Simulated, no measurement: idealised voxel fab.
Name of the process module below: voxel gate over fins
Xsec cut, 265 nm wide, square cell size 5 nm.
This document writes a cross-section as a grid whose cells are square, and gives it as bands, listed from the top down; one or more rows of cells form a band.
Band: top height; bottom height; in nm. Then, left to right: material with width in nm, for each material. "edge to edge": a single material spanning edge to edge. "blank": empty space.
Heights are measured from 0, the level below which the as-received wafer is all one material; the lowest band has no bottom and continues downward, written as in "z 0 and below".
It should be noted that a width expressed as "30..40" varies in equal increments from row to row of cells within the band, taking the value of the first number at the top row and that of the second number at the bottom row.
"no change" (step): cross-section cells unchanged, all of them.
Empty spaces without an open route to the top, at least 8 cells in extent, make up the entry "Catalogued sealed voids"; each is given as width x height at distance, where the distance is measured from the left edge, and all are in nm.
after a step's settings: what the simulator itself notes on the step
"overlay nm" denotes, for a step that has a mask, the displacement of the mask to the right of its planned place, with negative values corresponding to the left.
## Process steps - plan
1 RECEIVE | material Si
2 CONFORMAL_DEP | material SiN | thk nm 10
3 DIRECTIONAL_DEP | material aC | thk nm 10
4 PATTERN | tone cover | mask id FINS | material resist | width nm 15 | pitch nm 50 | thk nm 25 | overlay nm 0
5 DIRECTIONAL_ETCH | etch materials aC | depth nm 10
6 STRIP | etch materials resist
7 DIRECTIONAL_ETCH | etch materials SiN | depth nm 10
8 DIRECTIONAL_ETCH | etch materials Si | depth nm 30
9 STRIP | etch materials aC
10 FILL_DEP | material SiO2 | thk nm 15
11 CMP | height nm 10
12 PATTERN | tone open | mask id RAIL | material resist | width nm 15 | thk nm 20 | overlay nm 0
13 DIRECTIONAL_ETCH | etch materials SiO2 | depth nm 35
14 STRIP | etch materials resist
15 CONFORMAL_DEP | material TiN | thk nm 5
16 FILL_DEP | material Ru | thk nm 5
17 CMP | height nm 10
18 SELECTIVE_ETCH | etch materials W Ru TiN | depth nm 25
19 FILL_DEP | material SiO2 | thk nm 5
20 CMP | height nm 10
21 SELECTIVE_ETCH | etch materials SiO2 | depth nm 20
22 STRIP | etch materials SiN
23 CONFORMAL_DEP | material HfO2 | thk nm 5
24 CONFORMAL_DEP | material TiN | thk nm 5
25 CONFORMAL_DEP | material TiAl | thk nm 5
26 CONFORMAL_DEP | material TiN | thk nm 5
27 FILL_DEP | material W | thk nm 10
28 CMP | height nm 25
29 CONFORMAL_DEP | material SiN | thk nm 5
## As-received state of the wafer in cross-section, equivalent to post-step 1
- z 0 and below: Si edge to edge
- Catalogued sealed voids: none
## What the wafer looks like in cross-section after this module, when it starts as shown above and follows the plan above but one mistake is made in running it
- z 30 to 25: SiN edge to edge
- z 25 to 20: W edge to edge
- z 20 to 15: W=55 | TiN=155 | W=55
- z 15 to 10: W=55 | TiN=5 | TiAl=45 | TiN=5 | TiAl=45 | TiN=5 | TiAl=45 | TiN=5 | W=55
- z 10 to 5: TiN=60 | TiAl=5 | TiN=35 | TiAl=5 | TiN=5 | TiAl=5 | TiN=35 | TiAl=5 | TiN=5 | TiAl=5 | TiN=35 | TiAl=5 | TiN=60
- z 5 to 0: TiAl=65 | TiN=5 | HfO2=25 | TiN=5 | TiAl=15 | TiN=5 | HfO2=25 | TiN=5 | TiAl=15 | TiN=5 | HfO2=25 | TiN=5 | TiAl=65
- z 0 to -5: TiN=70 | HfO2=5 | Si=15 | HfO2=5 | TiN=25 | HfO2=5 | Si=15 | HfO2=5 | TiN=25 | HfO2=5 | Si=15 | HfO2=5 | TiN=70
- z -5 to -10: HfO2=75 | Si=15 | HfO2=35 | Si=15 | HfO2=35 | Si=15 | HfO2=75
- z -10 to -15: SiO2=75 | Si=15 | SiO2=35 | Si=15 | SiO2=35 | Si=15 | SiO2=75
- z -15 to -20: SiO2=75 | Si=15 | SiO2=5 | TiN=5 | Ru=5 | TiN=5 | SiO2=15 | Si=15 | SiO2=35 | Si=15 | SiO2=75
- z -20 to -25: SiO2=75 | Si=15 | SiO2=5 | TiN=15 | SiO2=15 | Si=15 | SiO2=35 | Si=15 | SiO2=75
- z -25 to -30: SiO2=75 | Si=15 | SiO2=35 | Si=15 | SiO2=35 | Si=15 | SiO2=75
- z -30 and below: Si edge to edge
- Catalogued sealed voids: none
The plan and the run diverged here: planned and actual differ for step 12; actual: PATTERN | tone open | mask id RAIL | material resist | width nm 15 | thk nm 20 | overlay nm -5
